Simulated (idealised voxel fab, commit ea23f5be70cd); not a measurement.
process module | voxel air gaps
The cross-section on display is named cut; it measures 260 nm wide, and its cells are 5 nm squares.
When this document writes out a cross-section, it uses a grid of square cells and lists it as bands, beginning at the top and moving down, with a band standing for one or more rows of cells. Read a band's entry like this: the first values are the height of its top and the height of its bottom in nm, and what follows is the sequence of materials from left to right, each with its width in nm. Note that "blank" is empty space, and that a single material marked "edge to edge" reaches across the band from edge to edge. Heights from 0 (as-received wafer is one material below). Bottom band endless downward, as "0 and below". A two-number width, for instance "30->40", indicates that the width is equal to the first number in the top row of the band and to the second number in the bottom row, and that it changes by a constant amount per row of cells. Where the words "remained unchanged" appear for a step, the cross-section shows no cell changed by that step; every cell remained as before. Reported under the label "Tabulated closed voids" are the empty spaces having no open way to the top and comprising 8 cells or more; the notation for each is width x height at distance, in which the distance is measured from the left edge and all three values are in nm. It should be noted that, on the line of a given step, the content following the step's settings is a remark produced by the simulator itself with respect to that step. For masked steps, "overlay nm" on the step line gives how far right of plan the mask actually lay; a minus sign means it lay to the left.

Steps in the process plan
- 1: RECEIVE,material Si
- 2: CONFORMAL_DEP,material SiO2,thk nm 10
- 3: CONFORMAL_DEP,material SiCN,thk nm 5
- 4: DIRECTIONAL_DEP,material lowk,thk nm 35
- 5: DIRECTIONAL_DEP,material aC,thk nm 10
- 6: PATTERN,tone open,mask id LINES,material resist,width nm 25,pitch nm 55,thk nm 30,overlay nm 0
- 7: DIRECTIONAL_ETCH,etch materials aC,depth nm 10
- 8: STRIP,etch materials resist
- 9: DIRECTIONAL_ETCH,etch materials lowk,depth nm 35
- 10: STRIP,etch materials aC
- 11: CONFORMAL_DEP,material TiN,thk nm 5
- 12: FILL_DEP,material Ru,thk nm 10
- 13: CMP,height nm 50
- 14: EPI,material Ru,thk nm 10
- 15: SELECTIVE_ETCH,etch materials lowk,depth nm 45
- 16: CONFORMAL_DEP,material SiCN,thk nm 5

Wafer cross-section on receipt, i.e. after step 1
> 0 and below | Si edge to edge
> Tabulated closed voids: none

Module complete - cross-section of the first of two wafers, run according to plan
> 65 down to 60 | blank=20 | SiCN=220 | blank=20
> 60 down to 50 | blank=20 | SiCN=5 | Ru=45 | SiCN=10 | Ru=45 | SiCN=10 | Ru=45 | SiCN=10 | Ru=45 | SiCN=5 | blank=20
> 50 down to 45 | blank=20 | SiCN=15 | TiN=5 | Ru=15 | TiN=5 | SiCN=30 | TiN=5 | Ru=15 | TiN=5 | SiCN=30 | TiN=5 | Ru=15 | TiN=5 | SiCN=30 | TiN=5 | Ru=15 | TiN=5 | SiCN=15 | blank=20
> 45 down to 20 | blank=30 | SiCN=5 | TiN=5 | Ru=15 | TiN=5 | SiCN=5 | blank=20 | SiCN=5 | TiN=5 | Ru=15 | TiN=5 | SiCN=5 | blank=20 | SiCN=5 | TiN=5 | Ru=15 | TiN=5 | SiCN=5 | blank=20 | SiCN=5 | TiN=5 | Ru=15 | TiN=5 | SiCN=5 | blank=30
> 20 down to 15 | SiCN=35 | TiN=25 | SiCN=30 | TiN=25 | SiCN=30 | TiN=25 | SiCN=30 | TiN=25 | SiCN=35
> 15 down to 10 | SiCN edge to edge
> 10 down to 0 | SiO2 edge to edge
> 0 and below | Si edge to edge
> Tabulated closed voids: 20 x 25 at 65; 20 x 25 at 120; 20 x 25 at 175

Module end: cross-section of wafer two of two. Same start and process plan as the first wafer. One mistake during execution
> 65 down to 60 | blank=25 | SiCN=45 | blank=10 | SiCN=45 | blank=10 | SiCN=45 | blank=10 | SiCN=45 | blank=25
> 60 down to 50 | blank=25 | SiCN=5 | Ru=35 | SiCN=5 | blank=10 | SiCN=5 | Ru=35 | SiCN=5 | blank=10 | SiCN=5 | Ru=35 | SiCN=5 | blank=10 | SiCN=5 | Ru=35 | SiCN=5 | blank=25
> 50 down to 45 | blank=25 | SiCN=10 | aC=5 | Ru=15 | aC=5 | SiCN=10 | blank=10 | SiCN=10 | aC=5 | Ru=15 | aC=5 | SiCN=10 | blank=10 | SiCN=10 | aC=5 | Ru=15 | aC=5 | SiCN=10 | blank=10 | SiCN=10 | aC=5 | Ru=15 | aC=5 | SiCN=10 | blank=25
> 45 down to 20 | blank=30 | SiCN=5 | aC=5 | Ru=15 | aC=5 | SiCN=5 | blank=20 | SiCN=5 | aC=5 | Ru=15 | aC=5 | SiCN=5 | blank=20 | SiCN=5 | aC=5 | Ru=15 | aC=5 | SiCN=5 | blank=20 | SiCN=5 | aC=5 | Ru=15 | aC=5 | SiCN=5 | blank=30
> 20 down to 15 | SiCN=35 | aC=25 | SiCN=30 | aC=25 | SiCN=30 | aC=25 | SiCN=30 | aC=25 | SiCN=35
> 15 down to 10 | SiCN edge to edge
> 10 down to 0 | SiO2 edge to edge
> 0 and below | Si edge to edge
> Tabulated closed voids: none
In executing the process, a mistake was made relative to the plan: rather than as planned, step 11 actually ran as CONFORMAL_DEP,material aC,thk nm 5
Heads up, by the end the second wafer has more or fewer cells of some materials compared to the first: Ru -16; SiCN -16; TiN -68; aC +68
Upon completion, the first wafer exhibits 3 closed voids and the second wafer exhibits 0.
